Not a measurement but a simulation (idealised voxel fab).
The process module presented herein is designated voxel self aligned vias.
It is cross-section cut that appears here, measuring 300 nm in width, its square cells being 5 nm in size.
The cross-sections in this document take the form of a grid made of square cells. They are written out as bands, in order from top to bottom. Each band consists of one or more rows of cells.
Band: top height; bottom height; in nm. Then, left to right: material with width in nm, for each material. "all across": a single material spanning edge to edge. "air": empty space.
Below 0: as-received wafer, all one material; heights counted from there. Lowest band: no bottom, goes on down, written "0 -> down".
The two numbers in a width such as "30 to 40" mark its ends across the band: the first belongs to the top row of cells, the second to the bottom row, and from each row to the next the width moves by the same amount.
It should be understood that the words "everything unchanged", when stated for a given step, signify that the cross-section underwent no change in any of its cells during that step.
Closed empty spaces (no open way to the top) of 8 cells or more are what "Cavities, sealed" lists, each as width x height at distance from the left edge, nm for all three.
What comes after the settings on a step's line is commentary from the simulator itself on that step.
The line of a step may include "overlay nm". On a step with a mask, this value is how far to the right of its planned place the mask lay. A negative value means the mask lay to the left.
LIST OF PLANNED PROCESS STEPS
| 1 | RECEIVE, material Si |
| 2 | CONFORMAL_DEP, material SiO2, thk nm 15 |
| 3 | CONFORMAL_DEP, material SiCN, thk nm 5 |
| 4 | DIRECTIONAL_DEP, material lowk, thk nm 20 |
| 5 | DIRECTIONAL_DEP, material aC, thk nm 10 |
| 6 | PATTERN, tone open, mask id LINES, material resist, width nm 20, pitch nm 60, thk nm 30, overlay nm 0 |
| 7 | DIRECTIONAL_ETCH, etch materials aC, depth nm 10 |
| 8 | STRIP, etch materials resist |
| 9 | DIRECTIONAL_ETCH, etch materials lowk, depth nm 20 |
| 10 | STRIP, etch materials aC |
| 11 | CONFORMAL_DEP, material TiN, thk nm 5 |
| 12 | FILL_DEP, material W, thk nm 5 |
| 13 | CMP, height nm 40 |
| 14 | SELECTIVE_ETCH, etch materials W Ru TiN, depth nm 10 |
| 15 | FILL_DEP, material SiN, thk nm 10 |
| 16 | CMP, height nm 40 |
| 17 | DIRECTIONAL_DEP, material lowk, thk nm 15 |
| 18 | PATTERN, tone open, mask id VIAS, material resist, width nm 40, pitch nm 60, thk nm 20, overlay nm 0 |
| 19 | DIRECTIONAL_ETCH, etch materials lowk, depth nm 15 |
| 20 | DIRECTIONAL_ETCH, etch materials SiN, depth nm 10 |
| 21 | STRIP, etch materials resist |
| 22 | CONFORMAL_DEP, material TiN, thk nm 5 |
| 23 | FILL_DEP, material W, thk nm 5 |
| 24 | CMP, height nm 55 |
| 25 | CONFORMAL_DEP, material SiN, thk nm 5 |
FIRST OF TWO WAFERS, WITH THE RUN CARRIED OUT AS PLANNED
SO THIS IS THE INCOMING WAFER IN CROSS-SECTION - IT'S ALREADY BEEN THROUGH STEP 1
* 0 -> down = Si all across
* Cavities, sealed: none
STEP 2 DONE - WAFER CROSS-SECTION
* 15 -> 0 = SiO2 all across
* Everything below 0 is unchanged.
STEP 3 DONE - WAFER CROSS-SECTION
* 20 -> 15 = SiCN all across
* Everything below 15 is unchanged.
STEP 4 DONE - WAFER CROSS-SECTION
* 40 -> 20 = lowk all across
* Everything below 20 is unchanged.
STEP 5 DONE - WAFER CROSS-SECTION
* 50 -> 40 = aC all across
* Everything below 40 is unchanged.
STEP 6 DONE - WAFER CROSS-SECTION
* 80 -> 50 = resist (110); air (20); resist (40); air (20); resist (110)
* Everything below 50 is unchanged.
STEP 7 DONE - WAFER CROSS-SECTION
* 70 -> 50 = resist (110); air (20); resist (40); air (20); resist (110)
* 50 -> 40 = aC (110); air (20); aC (40); air (20); aC (110)
* Everything below 40 is unchanged.
STEP 8 DONE - WAFER CROSS-SECTION
* 50 -> 40 = aC (110); air (20); aC (40); air (20); aC (110)
* Everything below 40 is unchanged.
STEP 9 DONE - WAFER CROSS-SECTION
* 50 -> 40 = aC (110); air (20); aC (40); air (20); aC (110)
* 40 -> 20 = lowk (110); air (20); lowk (40); air (20); lowk (110)
* Everything below 20 is unchanged.
STEP 10 DONE - WAFER CROSS-SECTION
* 40 -> 20 = lowk (110); air (20); lowk (40); air (20); lowk (110)
* Everything below 20 is unchanged.
STEP 11 DONE - WAFER CROSS-SECTION
* 45 -> 40 = TiN (115); air (10); TiN (50); air (10); TiN (115)
* 40 -> 25 = lowk (110); TiN (5); air (10); TiN (5); lowk (40); TiN (5); air (10); TiN (5); lowk (110)
* 25 -> 20 = lowk (110); TiN (20); lowk (40); TiN (20); lowk (110)
* Everything below 20 is unchanged.
STEP 12 DONE - WAFER CROSS-SECTION
* 50 -> 45 = W all across
* 45 -> 40 = TiN (115); W (10); TiN (50); W (10); TiN (115)
* 40 -> 25 = lowk (110); TiN (5); W (10); TiN (5); lowk (40); TiN (5); W (10); TiN (5); lowk (110)
* Everything below 25 is unchanged.
STEP 13 DONE - WAFER CROSS-SECTION
* 40 -> 25 = lowk (110); TiN (5); W (10); TiN (5); lowk (40); TiN (5); W (10); TiN (5); lowk (110)
* Everything below 25 is unchanged.
STEP 14 DONE - WAFER CROSS-SECTION
* 40 -> 30 = lowk (110); air (20); lowk (40); air (20); lowk (110)
* Everything below 30 is unchanged.
STEP 15 DONE - WAFER CROSS-SECTION
* 50 -> 40 = SiN all across
* 40 -> 30 = lowk (110); SiN (20); lowk (40); SiN (20); lowk (110)
* Everything below 30 is unchanged.
STEP 16 DONE - WAFER CROSS-SECTION
* 40 -> 30 = lowk (110); SiN (20); lowk (40); SiN (20); lowk (110)
* Everything below 30 is unchanged.
STEP 17 DONE - WAFER CROSS-SECTION
* 55 -> 40 = lowk all across
* Everything below 40 is unchanged.
STEP 18 DONE - WAFER CROSS-SECTION
* 75 -> 55 = resist (100); air (40); resist (20); air (40); resist (100)
* Everything below 55 is unchanged.
STEP 19 DONE - WAFER CROSS-SECTION
* 75 -> 55 = resist (100); air (40); resist (20); air (40); resist (100)
* 55 -> 40 = lowk (100); air (40); lowk (20); air (40); lowk (100)
* Everything below 40 is unchanged.
STEP 20 DONE - WAFER CROSS-SECTION
* 75 -> 55 = resist (100); air (40); resist (20); air (40); resist (100)
* 55 -> 40 = lowk (100); air (40); lowk (20); air (40); lowk (100)
* 40 -> 30 = lowk (110); air (20); lowk (40); air (20); lowk (110)
* Everything below 30 is unchanged.
STEP 21 DONE - WAFER CROSS-SECTION
* 55 -> 40 = lowk (100); air (40); lowk (20); air (40); lowk (100)
* Everything below 40 is unchanged.
STEP 22 DONE - WAFER CROSS-SECTION
* 60 -> 55 = TiN (105); air (30); TiN (30); air (30); TiN (105)
* 55 -> 45 = lowk (100); TiN (5); air (30); TiN (5); lowk (20); TiN (5); air (30); TiN (5); lowk (100)
* 45 -> 35 = lowk (100 to 110); TiN (15 to 5); air (10); TiN (15 to 5); lowk (20 to 40); TiN (15 to 5); air (10); TiN (15 to 5); lowk (100 to 110)
* 35 -> 30 = lowk (110); TiN (20); lowk (40); TiN (20); lowk (110)
* Everything below 30 is unchanged.
STEP 23 DONE - WAFER CROSS-SECTION
* 65 -> 60 = W all across
* 60 -> 55 = TiN (105); W (30); TiN (30); W (30); TiN (105)
* 55 -> 45 = lowk (100); TiN (5); W (30); TiN (5); lowk (20); TiN (5); W (30); TiN (5); lowk (100)
* 45 -> 35 = lowk (100 to 110); TiN (15 to 5); W (10); TiN (15 to 5); lowk (20 to 40); TiN (15 to 5); W (10); TiN (15 to 5); lowk (100 to 110)
* Everything below 35 is unchanged.
STEP 24 DONE - WAFER CROSS-SECTION
* 55 -> 45 = lowk (100); TiN (5); W (30); TiN (5); lowk (20); TiN (5); W (30); TiN (5); lowk (100)
* Everything below 45 is unchanged.
STEP 25 DONE - WAFER CROSS-SECTION
* 60 -> 55 = SiN all across
* Everything below 55 is unchanged.
WAFER TWO. IDENTICAL START, IDENTICAL PLAN. ONE MISTAKE IN EXECUTION. IDENTICAL HISTORY THROUGH STEP 5
SECOND WAFER AT THE PLANNED FINISH OF STEP 6, SEEN IN CROSS-SECTION
* 80 -> 50 = resist (100); air (20); resist (40); air (20); resist (120)
* Everything below 50 is unchanged.
SECOND WAFER AT THE PLANNED FINISH OF STEP 7, SEEN IN CROSS-SECTION
* 70 -> 50 = resist (100); air (20); resist (40); air (20); resist (120)
* 50 -> 40 = aC (100); air (20); aC (40); air (20); aC (120)
* Everything below 40 is unchanged.
SECOND WAFER AT THE PLANNED FINISH OF STEP 8, SEEN IN CROSS-SECTION
* 50 -> 40 = aC (100); air (20); aC (40); air (20); aC (120)
* Everything below 40 is unchanged.
SECOND WAFER AT THE PLANNED FINISH OF STEP 9, SEEN IN CROSS-SECTION
* 50 -> 40 = aC (100); air (20); aC (40); air (20); aC (120)
* 40 -> 20 = lowk (100); air (20); lowk (40); air (20); lowk (120)
* Everything below 20 is unchanged.
SECOND WAFER AT THE PLANNED FINISH OF STEP 10, SEEN IN CROSS-SECTION
* 40 -> 20 = lowk (100); air (20); lowk (40); air (20); lowk (120)
* Everything below 20 is unchanged.
SECOND WAFER AT THE PLANNED FINISH OF STEP 11, SEEN IN CROSS-SECTION
* 45 -> 40 = TiN (105); air (10); TiN (50); air (10); TiN (125)
* 40 -> 25 = lowk (100); TiN (5); air (10); TiN (5); lowk (40); TiN (5); air (10); TiN (5); lowk (120)
* 25 -> 20 = lowk (100); TiN (20); lowk (40); TiN (20); lowk (120)
* Everything below 20 is unchanged.
SECOND WAFER AT THE PLANNED FINISH OF STEP 12, SEEN IN CROSS-SECTION
* 50 -> 45 = W all across
* 45 -> 40 = TiN (105); W (10); TiN (50); W (10); TiN (125)
* 40 -> 25 = lowk (100); TiN (5); W (10); TiN (5); lowk (40); TiN (5); W (10); TiN (5); lowk (120)
* Everything below 25 is unchanged.
SECOND WAFER AT THE PLANNED FINISH OF STEP 13, SEEN IN CROSS-SECTION
* 40 -> 25 = lowk (100); TiN (5); W (10); TiN (5); lowk (40); TiN (5); W (10); TiN (5); lowk (120)
* Everything below 25 is unchanged.
SECOND WAFER AT THE PLANNED FINISH OF STEP 14, SEEN IN CROSS-SECTION
* 40 -> 30 = lowk (100); air (20); lowk (40); air (20); lowk (120)
* Everything below 30 is unchanged.
SECOND WAFER AT THE PLANNED FINISH OF STEP 15, SEEN IN CROSS-SECTION
* 50 -> 40 = SiN all across
* 40 -> 30 = lowk (100); SiN (20); lowk (40); SiN (20); lowk (120)
* Everything below 30 is unchanged.
SECOND WAFER AT THE PLANNED FINISH OF STEP 16, SEEN IN CROSS-SECTION
* 40 -> 30 = lowk (100); SiN (20); lowk (40); SiN (20); lowk (120)
* Everything below 30 is unchanged.
SECOND WAFER AT THE PLANNED FINISH OF STEP 17, SEEN IN CROSS-SECTION
* 55 -> 40 = lowk all across
* Everything below 40 is unchanged.
SECOND WAFER AT THE PLANNED FINISH OF STEP 18, SEEN IN CROSS-SECTION
* 75 -> 55 = resist (100); air (40); resist (20); air (40); resist (100)
* Everything below 55 is unchanged.
SECOND WAFER AT THE PLANNED FINISH OF STEP 19, SEEN IN CROSS-SECTION
* 75 -> 55 = resist (100); air (40); resist (20); air (40); resist (100)
* 55 -> 40 = lowk (100); air (40); lowk (20); air (40); lowk (100)
* Everything below 40 is unchanged.
SECOND WAFER AT THE PLANNED FINISH OF STEP 20, SEEN IN CROSS-SECTION
* 75 -> 55 = resist (100); air (40); resist (20); air (40); resist (100)
* 55 -> 40 = lowk (100); air (40); lowk (20); air (40); lowk (100)
* 40 -> 30 = lowk (100); air (20); lowk (40); air (20); lowk (120)
* Everything below 30 is unchanged.
SECOND WAFER AT THE PLANNED FINISH OF STEP 21, SEEN IN CROSS-SECTION
* 55 -> 40 = lowk (100); air (40); lowk (20); air (40); lowk (100)
* Everything below 40 is unchanged.
SECOND WAFER AT THE PLANNED FINISH OF STEP 22, SEEN IN CROSS-SECTION
* 60 -> 55 = TiN (105); air (30); TiN (30); air (30); TiN (105)
* 55 -> 45 = lowk (100); TiN (5); air (30); TiN (5); lowk (20); TiN (5); air (30); TiN (5); lowk (100)
* 45 -> 35 = lowk (100); TiN (5); air (10); TiN (25 to 5); lowk (20 to 40); TiN (5); air (10); TiN (25 to 5); lowk (100 to 120)
* 35 -> 30 = lowk (100); TiN (20); lowk (40); TiN (20); lowk (120)
* Everything below 30 is unchanged.
SECOND WAFER AT THE PLANNED FINISH OF STEP 23, SEEN IN CROSS-SECTION
* 65 -> 60 = W all across
* 60 -> 55 = TiN (105); W (30); TiN (30); W (30); TiN (105)
* 55 -> 45 = lowk (100); TiN (5); W (30); TiN (5); lowk (20); TiN (5); W (30); TiN (5); lowk (100)
* 45 -> 35 = lowk (100); TiN (5); W (10); TiN (25 to 5); lowk (20 to 40); TiN (5); W (10); TiN (25 to 5); lowk (100 to 120)
* Everything below 35 is unchanged.
SECOND WAFER AT THE PLANNED FINISH OF STEP 24, SEEN IN CROSS-SECTION
* 55 -> 45 = lowk (100); TiN (5); W (30); TiN (5); lowk (20); TiN (5); W (30); TiN (5); lowk (100)
* Everything below 45 is unchanged.
SECOND WAFER AT THE PLANNED FINISH OF STEP 25, SEEN IN CROSS-SECTION
* 60 -> 55 = SiN all across
* Everything below 55 is unchanged.
Nonconformance to the process plan: not per plan at step 6, really ran PATTERN, tone open, mask id LINES, material resist, width nm 20, pitch nm 60, thk nm 30, overlay nm -10
Tallied in cells, the final second wafer holds each material in the same quantity as the first, although not at the same places.
